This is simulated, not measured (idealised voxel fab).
Module name: voxel ribs on slabs (process module)
It is cross-section cut that appears here, measuring 280 nm in width, its square cells being 5 nm in size.
Heads up, the way a cross-section reads in here is a grid of square cells, handed over as bands from the top down, with every band being one or more rows of cells.
Quick guide to a band line: top height, bottom height (nm) up front; then every material left to right with its width in nm. Only one material and it's marked "all across"? Then it fills the band edge to edge. And "air" just means empty space.
It should be noted that heights are counted from 0, beneath which the wafer as supplied is of one material throughout, and that the lowest band possesses no lower boundary but continues downward, as written in "0 down".
You'd read "30->40" like this: the band's top row of cells is as wide as the first number, its bottom row is as wide as the second, and going down, every row changes width by the same amount as the row before did.
"identical to before" (step): cross-section cells unchanged, all of them.
"Completely sealed voids": sealed empty spaces, 8 cells or more, no open way to top, listed width x height at distance, with distance from the left edge and width, height and distance in nm.
It should be noted that, on the line of a given step, the content following the step's settings is a remark produced by the simulator itself with respect to that step.
Each step line may optionally specify "overlay nm", which for a step with a mask gives the rightward distance between the mask's planned place and where it lay, a negative value indicating the leftward direction.

## Here's what the planned process steps look like
1: RECEIVE (material Si)
2: DIRECTIONAL_DEP (material SiO2; thk nm 20)
3: DIRECTIONAL_DEP (material SiN; thk nm 15)
4: PATTERN (tone cover; mask id RIB; material resist; width nm 15; thk nm 15; overlay nm 0)
5: DIRECTIONAL_ETCH (etch materials SiN; depth nm 5)
6: STRIP (etch materials resist)
7: DIRECTIONAL_DEP (material aC; thk nm 10)
8: PATTERN (tone cover; mask id SLAB; material resist; width nm 65; thk nm 25; overlay nm 0)
9: DIRECTIONAL_ETCH (etch materials aC; depth nm 10)
10: STRIP (etch materials resist)
11: DIRECTIONAL_ETCH (etch materials SiN; depth nm 10)
12: STRIP (etch materials aC)
13: FILL_DEP (material SiO2; thk nm 15)
14: CMP (height nm 45)
15: DIRECTIONAL_DEP (material W; thk nm 5)
16: PATTERN (tone cover; mask id HEATER; material resist; width nm 25; thk nm 20; overlay nm 0)
17: DIRECTIONAL_ETCH (etch materials W; depth nm 5)
18: STRIP (etch materials resist)
19: CONFORMAL_DEP (material SiO2; thk nm 5)

## The cross-section here shows the wafer as received, i.e. in its state after step 1
    0 down | Si all across
    Completely sealed voids: none

## Result of the module, cross-sectioned: start per above, plan per above, one error in how it was run
    50 to 45 | air: 125, W: 25, air: 130
    45 to 35 | SiO2 all across
    35 to 30 | SiO2: 130, SiN: 15, SiO2: 135
    30 to 20 | SiO2: 105, SiN: 65, SiO2: 110
    20 to 0 | SiO2 all across
    0 down | Si all across
    Completely sealed voids: none
Which mistake was made when the wafer was run? step 19 in the plan did not get run; it was skipped
